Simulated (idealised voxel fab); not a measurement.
process module | voxel transistor to metal
cross-section cut | 165 nm wide | cells 5 nm
A cross-section is a grid of square cells, given in bands from the top down. A band is one or more rows of cells.
Each band's line starts with the height of the band's top and of its bottom, in nm. Then come its materials from left to right, each with its width in nm. One material with "throughout" fills the band from edge to edge. "air" is empty space.
Height 0 is the level under which the wafer as received is all one material. The lowest band goes on downwards, as in "0 down".
A width such as "30 to 40" changes by the same amount from each row of cells to the next, from the band's top row to its bottom row.
"no change" after a step means that no cell of the cross-section changed.
closed voids: empty space of 8 cells or more with no open way to the top, each as width x height at its distance from the left edge, in nm
after a step's settings: what the simulator itself notes on the step
overlay nm, on a step with a mask: how far to the right of its planned place the mask lay; to the left if negative
plan
1 op RECEIVE | material Si
2 op CONFORMAL_DEP | material SiO2 | thk nm 5
3 op CONFORMAL_DEP | material SiN | thk nm 10
4 op MASKED_ETCH | tone cover | mask id ACTIVE | width nm 105 | etch materials SiN | depth nm 10 | overlay nm 0
5 op MASKED_ETCH | tone cover | mask id ACTIVE | width nm 105 | etch materials SiO2 | depth nm 5 | overlay nm 0
6 op MASKED_ETCH | tone cover | mask id ACTIVE | width nm 105 | etch materials Si | depth nm 30 | overlay nm 0
7 op FILL_DEP | material SiO2 | thk nm 5
8 op CMP | height nm 15
9 op SELECTIVE_ETCH | etch materials SiO2 | depth nm 10
10 op STRIP | etch materials SiN
11 op SELECTIVE_ETCH | etch materials SiO2 | depth nm 5
12 op OXIDIZE | depth nm 5
13 op DIRECTIONAL_DEP | material polySi | thk nm 25
14 op DIRECTIONAL_DEP | material SiCN | thk nm 15
15 op PATTERN | tone cover | mask id GATE | material resist | width nm 15 | thk nm 20 | overlay nm 0
16 op DIRECTIONAL_ETCH | etch materials SiCN | depth nm 25
17 op DIRECTIONAL_ETCH | etch materials polySi | depth nm 35
18 op STRIP | etch materials resist
19 op CONFORMAL_DEP | material SiO2 | thk nm 5
20 op DIRECTIONAL_ETCH | etch materials SiO2 | depth nm 5
21 op CONFORMAL_DEP | material SiN | thk nm 5
22 op DIRECTIONAL_ETCH | etch materials SiN | depth nm 5
23 op DIRECTIONAL_ETCH | etch materials SiO2 | depth nm 5
24 op DIRECTIONAL_ETCH | etch materials Si | depth nm 10
25 op EPI | material pSi | thk nm 15
26 op FILL_DEP | material SiO2 | thk nm 5
27 op CMP | height nm 40
28 op DIRECTIONAL_DEP | material SiO2 | thk nm 10
29 op DIRECTIONAL_DEP | material aC | thk nm 10
30 op PATTERN | tone open | mask id CONTACT | material resist | width nm 30 | pitch nm 55 | thk nm 25 | overlay nm 0
31 op DIRECTIONAL_ETCH | etch materials aC | depth nm 10
32 op STRIP | etch materials resist
33 op DIRECTIONAL_ETCH | etch materials SiO2 | depth nm 50
34 op STRIP | etch materials aC
35 op CONFORMAL_DEP | material TiN | thk nm 5
36 op FILL_DEP | material W | thk nm 10
37 op CMP | height nm 50
38 op DIRECTIONAL_DEP | material TiN | thk nm 5
39 op DIRECTIONAL_DEP | material W | thk nm 20
40 op MASKED_ETCH | tone cover | mask id METAL_1 | width nm 15 | pitch nm 70 | etch materials W | depth nm 20 | overlay nm 0
41 op MASKED_ETCH | tone cover | mask id METAL_1 | width nm 15 | pitch nm 70 | etch materials TiN | depth nm 5 | overlay nm 0
42 op FILL_DEP | material lowk | thk nm 10
43 op CMP | height nm 75
44 op CONFORMAL_DEP | material SiCN | thk nm 5
45 op DIRECTIONAL_DEP | material lowk | thk nm 25
46 op MASKED_ETCH | tone open | mask id METAL_2 | width nm 15 | pitch nm 70 | etch materials lowk | depth nm 15 | overlay nm 0
47 op MASKED_ETCH | tone open | mask id METAL_2_HOLES | width nm 15 | pitch nm 70 | etch materials lowk | depth nm 10 | overlay nm 0
48 op MASKED_ETCH | tone open | mask id METAL_2_HOLES | width nm 15 | pitch nm 70 | etch materials SiCN | depth nm 5 | overlay nm 0
49 op CONFORMAL_DEP | material TiN | thk nm 5
50 op FILL_DEP | material Cu | thk nm 10
51 op CMP | height nm 105
52 op CONFORMAL_DEP | material SiCN | thk nm 5
as received, after step 1
  0 down: Si throughout
  closed voids: none
a wafer at the end: this start, this plan, one mistake
  110 to 105: SiCN throughout
  105 to 80: lowk 40 | TiN 5 | Cu 5 | TiN 5 | lowk 55 | TiN 5 | Cu 5 | TiN 5 | lowk 40
  80 to 75: SiCN 40 | TiN 15 | SiCN 55 | TiN 15 | SiCN 40
  75 to 55: lowk 40 | W 15 | lowk 55 | W 15 | lowk 40
  55 to 50: lowk 40 | TiN 15 | lowk 55 | TiN 15 | lowk 40
  50 to 40: SiO2 40 | TiN 5 | W 20 to 15 | TiN 5 to 10 | SiO2 25 | TiN 5 to 10 | W 20 to 15 | TiN 5 | SiO2 40
  40 to 25: SiO2 40 | TiN 5 | W 15 | TiN 5 | SiN 5 | SiO2 5 | SiCN 15 | SiO2 5 | SiN 5 | TiN 5 | W 15 | TiN 5 | SiO2 40
  25 to 10: SiO2 40 | TiN 5 | W 15 | TiN 5 | SiN 5 | SiO2 5 | polySi 15 | SiO2 5 | SiN 5 | TiN 5 | W 15 | TiN 5 | SiO2 40
  10 to 5: SiO2 40 | TiN 5 | W 5 | TiN 15 | SiN 5 | SiO2 5 | polySi 15 | SiO2 5 | SiN 5 | TiN 15 | W 5 | TiN 5 | SiO2 40
  5 to 0: SiO2 40 | TiN 15 | pSi 10 | SiN 5 | SiO2 5 | polySi 15 | SiO2 5 | SiN 5 | pSi 10 | TiN 15 | SiO2 40
  0 to -5: SiO2 55 | pSi 10 | SiO2 35 | pSi 10 | SiO2 55
  -5 to -15: SiO2 30 | pSi 35 | Si 35 | pSi 35 | SiO2 30
  -15 to -30: SiO2 30 | Si 105 | SiO2 30
  -30 down: Si throughout
  closed voids: none
what went wrong: step 25 ran as: op EPI | material pSi | thk nm 10
